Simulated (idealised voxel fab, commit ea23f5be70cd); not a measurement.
Process module in this document: voxel double patterning
The cross-section shown here is cut; it is 235 nm wide and divided into square cells measuring 5 nm on a side.
Cross-section = grid of square cells, listed top down in bands; band = one or more rows.
Heads up on the band format: heights come first, top then bottom, in nm. After that it's the materials left to right, each with its width in nm. A single material flagged "everywhere" fills the whole band edge to edge, and "air" means there's empty space there.
Convention: height 0 is the level below which the wafer, as received, is all one material. The lowest band does not terminate at the bottom but continues downward, represented as "0..down".
The two numbers in a width such as "30->40" mark its ends across the band: the first belongs to the top row of cells, the second to the bottom row, and from each row to the next the width moves by the same amount.
"remains unaltered", as given for a step, is the statement that not any cell of the cross-section underwent a change during that step.
Heads up: "Closed void inventory" only lists the empty pockets with no open path to the top that are 8 cells or more, and it writes them as width x height at distance, distance from the left edge, in nm.
Read whatever lies past the settings on a step's line as the simulator's own remark about the step.
A step's line can hold "overlay nm"; with a mask on that step, the setting says how far right of the planned place the mask lay, while a negative setting says it lay to the left.

Here's what the planned process steps look like
1) RECEIVE, material Si
2) CONFORMAL_DEP, material SiO2, thk nm 10
3) DIRECTIONAL_DEP, material W, thk nm 5
4) DIRECTIONAL_DEP, material SiN, thk nm 5
5) PATTERN, tone open, mask id FIRST, material resist, width nm 15, pitch nm 50, thk nm 20, overlay nm 0
6) DIRECTIONAL_ETCH, etch materials SiN, depth nm 5
7) STRIP, etch materials resist
8) MASKED_ETCH, tone open, mask id SECOND, width nm 15, etch materials SiN, depth nm 5, overlay nm 0
9) DIRECTIONAL_ETCH, etch materials W, depth nm 15
10) STRIP, etch materials SiN
Variable across wafers: step 3 thk nm (plan value is that of the first wafer; starting state common to all).

This is how the first of several wafers looked in cross-section when it arrived, which is after step 1
	0..down | Si everywhere
	Closed void inventory: none

The figure below presents a cross-section of the first of several wafers at the conclusion of the module, following its last step, step 10
	15..10 | 85 W  15 air  10 W  15 air  10 W  15 air  85 W
	10..0 | SiO2 everywhere
	0..down | Si everywhere
	Closed void inventory: none

Last wafer, end of module, cross-section
	40..25 | 85 W  15 air  10 W  15 air  10 W  15 air  85 W
	25..10 | W everywhere
	10..0 | SiO2 everywhere
	0..down | Si everywhere
	Closed void inventory: none

Here is how to read the rows: every wafer has a row, and it shows the wafer at the end of the module, giving for each material how many cells were gained (+) or lost (-) since the wafer was received, then listing its closed voids
thk nm 5, +94 SiO2, +38 W, Closed void inventory: none
thk nm 10, +94 SiO2, +76 W, Closed void inventory: none
thk nm 15, +94 SiO2, +114 W, Closed void inventory: none
thk nm 20, +94 SiO2, +161 W, Closed void inventory: none
thk nm 25, +94 SiO2, +208 W, Closed void inventory: none
thk nm 30, +94 SiO2, +255 W, Closed void inventory: none
